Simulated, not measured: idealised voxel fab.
Presented below is a process module, voxel self aligned contacts.
The cross-section shown here is cut; it is 240 nm wide and divided into square cells measuring 5 nm on a side.
Notation: cross-section as square-cell grid; stated in bands, top first, going down; one or more cell rows per band. Quick guide to a band line: top height, bottom height (nm) up front; then every material left to right with its width in nm. Only one material and it's marked "full width"? Then it fills the band edge to edge. And "empty" just means empty space. Heads up on the height convention: 0 is the point under which the incoming wafer is all one material, and the lowest band has no bottom, it just keeps going down, like "0 nm and below". Width spec "30 to 40" -> top row of cells at first value, bottom row at second value, equal per-row change in between. "no modifications" after a step means that no cell of the cross-section changed. "Closed internal cavities" means: voids of 8 cells or more that are shut off from the top with no open way through. Written width x height at distance, distance from the left edge, in nm. Formally, on a step line, whatever follows the settings is a remark that the simulator itself makes on the step. For masked steps, "overlay nm" on the step line gives how far right of plan the mask actually lay; a minus sign means it lay to the left.
[Planned process steps]
1) RECEIVE (material Si)
2) CONFORMAL_DEP (material SiO2; thk nm 5)
3) DIRECTIONAL_DEP (material polySi; thk nm 25)
4) DIRECTIONAL_DEP (material SiN; thk nm 20)
5) DIRECTIONAL_DEP (material aC; thk nm 15)
6) PATTERN (tone cover; mask id GATE; material resist; width nm 35; pitch nm 60; thk nm 30; overlay nm 0)
7) DIRECTIONAL_ETCH (etch materials aC; depth nm 15)
8) STRIP (etch materials resist)
9) DIRECTIONAL_ETCH (etch materials SiN; depth nm 20)
10) DIRECTIONAL_ETCH (etch materials polySi; depth nm 25)
11) STRIP (etch materials aC)
12) CONFORMAL_DEP (material SiN; thk nm 5)
13) DIRECTIONAL_ETCH (etch materials SiN; depth nm 5)
14) FILL_DEP (material SiO2; thk nm 15)
15) CMP (height nm 55)
16) PATTERN (tone open; mask id CONTACT; material resist; width nm 45; thk nm 15; overlay nm -15)
17) DIRECTIONAL_ETCH (etch materials SiO2; depth nm 55)
18) STRIP (etch materials resist)
19) CONFORMAL_DEP (material TiN; thk nm 5)
20) FILL_DEP (material W; thk nm 5)
21) CMP (height nm 55)
22) CONFORMAL_DEP (material SiN; thk nm 5)
Split variable: overlay nm, step 16. Plan value = first wafer. Wafers start alike.
[The first of several wafers in cross-section, exactly as it reached us after step 1]
* 0 nm and below | Si full width
* Closed internal cavities: none
[Row per wafer, end-of-module: cell gain (+)/loss (-) by material since the wafer came in, then closed voids]
overlay nm -15 | +140 SiN | +327 SiO2 | +29 TiN | +10 W | +70 polySi | Closed internal cavities: none
overlay nm -10 | +140 SiN | +327 SiO2 | +29 TiN | +10 W | +70 polySi | Closed internal cavities: none
overlay nm -5 | +140 SiN | +327 SiO2 | +29 TiN | +10 W | +70 polySi | Closed internal cavities: none
overlay nm 0 | +140 SiN | +327 SiO2 | +29 TiN | +10 W | +70 polySi | Closed internal cavities: none
overlay nm 5 | +140 SiN | +327 SiO2 | +29 TiN | +10 W | +70 polySi | Closed internal cavities: none
overlay nm 10 | +140 SiN | +327 SiO2 | +29 TiN | +10 W | +70 polySi | Closed internal cavities: none
overlay nm 15 | +140 SiN | +327 SiO2 | +29 TiN | +10 W | +70 polySi | Closed internal cavities: none
